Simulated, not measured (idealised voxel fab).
The process module presented herein is designated voxel gate over fins.
Cross-section cut spans 175 nm and uses square cells 5 nm in size.
This document writes a cross-section as a grid whose cells are square, and gives it as bands, listed from the top down; one or more rows of cells form a band.
In this notation a band is specified by the heights of its top and bottom, in that order and in nm, after which its materials appear from left to right, each paired with its width in nm. The word "edge to edge" attached to a single material means that material fills the band from edge to edge; the word "empty" stands for empty space.
We count height from 0. Below that, the starting wafer is all one material. The lowest band never ends at the bottom but goes on down; see "0 and below" for how that is written.
Think of "30..40" as a width that walks from the first number to the second as you go down the band, top row to bottom row, taking equal-sized steps from row to row.
"identical to before", as given for a step, is the statement that not any cell of the cross-section underwent a change during that step.
So "Closed cavity list" is basically the list of trapped voids: any empty space of 8 cells or more that can't reach the top through an opening. They're written width x height at distance, the distance being from the left edge, and it's all nm.
Step line, after settings: the simulator's comment on this step.
For masked steps, "overlay nm" on the step line gives how far right of plan the mask actually lay; a minus sign means it lay to the left.
So here's the lineup of process steps we planned
1,RECEIVE (material Si)
2,CONFORMAL_DEP (material SiN; thk nm 5)
3,DIRECTIONAL_DEP (material aC; thk nm 10)
4,PATTERN (tone cover; mask id FINS; material resist; width nm 15; pitch nm 40; thk nm 25; overlay nm 0)
5,DIRECTIONAL_ETCH (etch materials aC; depth nm 10)
6,STRIP (etch materials resist)
7,DIRECTIONAL_ETCH (etch materials SiN; depth nm 5)
8,DIRECTIONAL_ETCH (etch materials Si; depth nm 40)
9,STRIP (etch materials aC)
10,FILL_DEP (material SiO2; thk nm 5)
11,CMP (height nm 5)
12,SELECTIVE_ETCH (etch materials SiO2; depth nm 20)
13,STRIP (etch materials SiN)
14,CONFORMAL_DEP (material HfO2; thk nm 5)
15,CONFORMAL_DEP (material TiN; thk nm 5)
16,FILL_DEP (material W; thk nm 15)
17,CMP (height nm 20)
18,CONFORMAL_DEP (material SiN; thk nm 5)
Wafer at receipt (post step 1), cross-section
> 0 and below  Si edge to edge
> Closed cavity list: none
Looking at the first of two wafers in cross-section at end of module - ran to plan
> 25 down to 20  SiN edge to edge
> 20 down to 10  W edge to edge
> 10 down to 5  10 nm W | 35 nm TiN | 5 nm W | 35 nm TiN | 5 nm W | 35 nm TiN | 5 nm W | 35 nm TiN | 10 nm W
> 5 down to 0  10 nm W | 5 nm TiN | 25 nm HfO2 | 5 nm TiN | 5 nm W | 5 nm TiN | 25 nm HfO2 | 5 nm TiN | 5 nm W | 5 nm TiN | 25 nm HfO2 | 5 nm TiN | 5 nm W | 5 nm TiN | 25 nm HfO2 | 5 nm TiN | 10 nm W
> 0 down to -5  10 nm W | 5 nm TiN | 5 nm HfO2 | 15 nm Si | 5 nm HfO2 | 5 nm TiN | 5 nm W | 5 nm TiN | 5 nm HfO2 | 15 nm Si | 5 nm HfO2 | 5 nm TiN | 5 nm W | 5 nm TiN | 5 nm HfO2 | 15 nm Si | 5 nm HfO2 | 5 nm TiN | 5 nm W | 5 nm TiN | 5 nm HfO2 | 15 nm Si | 5 nm HfO2 | 5 nm TiN | 10 nm W
> -5 down to -10  15 nm TiN | 5 nm HfO2 | 15 nm Si | 5 nm HfO2 | 15 nm TiN | 5 nm HfO2 | 15 nm Si | 5 nm HfO2 | 15 nm TiN | 5 nm HfO2 | 15 nm Si | 5 nm HfO2 | 15 nm TiN | 5 nm HfO2 | 15 nm Si | 5 nm HfO2 | 15 nm TiN
> -10 down to -15  20 nm HfO2 | 15 nm Si | 25 nm HfO2 | 15 nm Si | 25 nm HfO2 | 15 nm Si | 25 nm HfO2 | 15 nm Si | 20 nm HfO2
> -15 down to -40  20 nm SiO2 | 15 nm Si | 25 nm SiO2 | 15 nm Si | 25 nm SiO2 | 15 nm Si | 25 nm SiO2 | 15 nm Si | 20 nm SiO2
> -40 and below  Si edge to edge
> Closed cavity list: none
Wafer two, end of module, cross-section. Same start, same plan as wafer one. One mistake in the run
> 25 down to 20  SiN edge to edge
> 20 down to 10  W edge to edge
> 10 down to 5  10 nm W | 35 nm TiN | 5 nm W | 35 nm TiN | 5 nm W | 35 nm TiN | 5 nm W | 35 nm TiN | 10 nm W
> 5 down to 0  10 nm W | 5 nm TiN | 25 nm HfO2 | 5 nm TiN | 5 nm W | 5 nm TiN | 25 nm HfO2 | 5 nm TiN | 5 nm W | 5 nm TiN | 25 nm HfO2 | 5 nm TiN | 5 nm W | 5 nm TiN | 25 nm HfO2 | 5 nm TiN | 10 nm W
> 0 down to -25  10 nm W | 5 nm TiN | 5 nm HfO2 | 15 nm Si | 5 nm HfO2 | 5 nm TiN | 5 nm W | 5 nm TiN | 5 nm HfO2 | 15 nm Si | 5 nm HfO2 | 5 nm TiN | 5 nm W | 5 nm TiN | 5 nm HfO2 | 15 nm Si | 5 nm HfO2 | 5 nm TiN | 5 nm W | 5 nm TiN | 5 nm HfO2 | 15 nm Si | 5 nm HfO2 | 5 nm TiN | 10 nm W
> -25 down to -30  15 nm TiN | 5 nm HfO2 | 15 nm Si | 5 nm HfO2 | 15 nm TiN | 5 nm HfO2 | 15 nm Si | 5 nm HfO2 | 15 nm TiN | 5 nm HfO2 | 15 nm Si | 5 nm HfO2 | 15 nm TiN | 5 nm HfO2 | 15 nm Si | 5 nm HfO2 | 15 nm TiN
> -30 down to -35  20 nm HfO2 | 15 nm Si | 25 nm HfO2 | 15 nm Si | 25 nm HfO2 | 15 nm Si | 25 nm HfO2 | 15 nm Si | 20 nm HfO2
> -35 down to -40  20 nm SiO2 | 15 nm Si | 25 nm SiO2 | 15 nm Si | 25 nm SiO2 | 15 nm Si | 25 nm SiO2 | 15 nm Si | 20 nm SiO2
> -40 and below  Si edge to edge
> Closed cavity list: none
what went wrong: twice over, step 12 of the plan was run
Wafer comparison, final, in cells, second relative to first, materials more or fewer: HfO2: 32 more, SiO2: 92 fewer, TiN: 32 more, W: 28 more
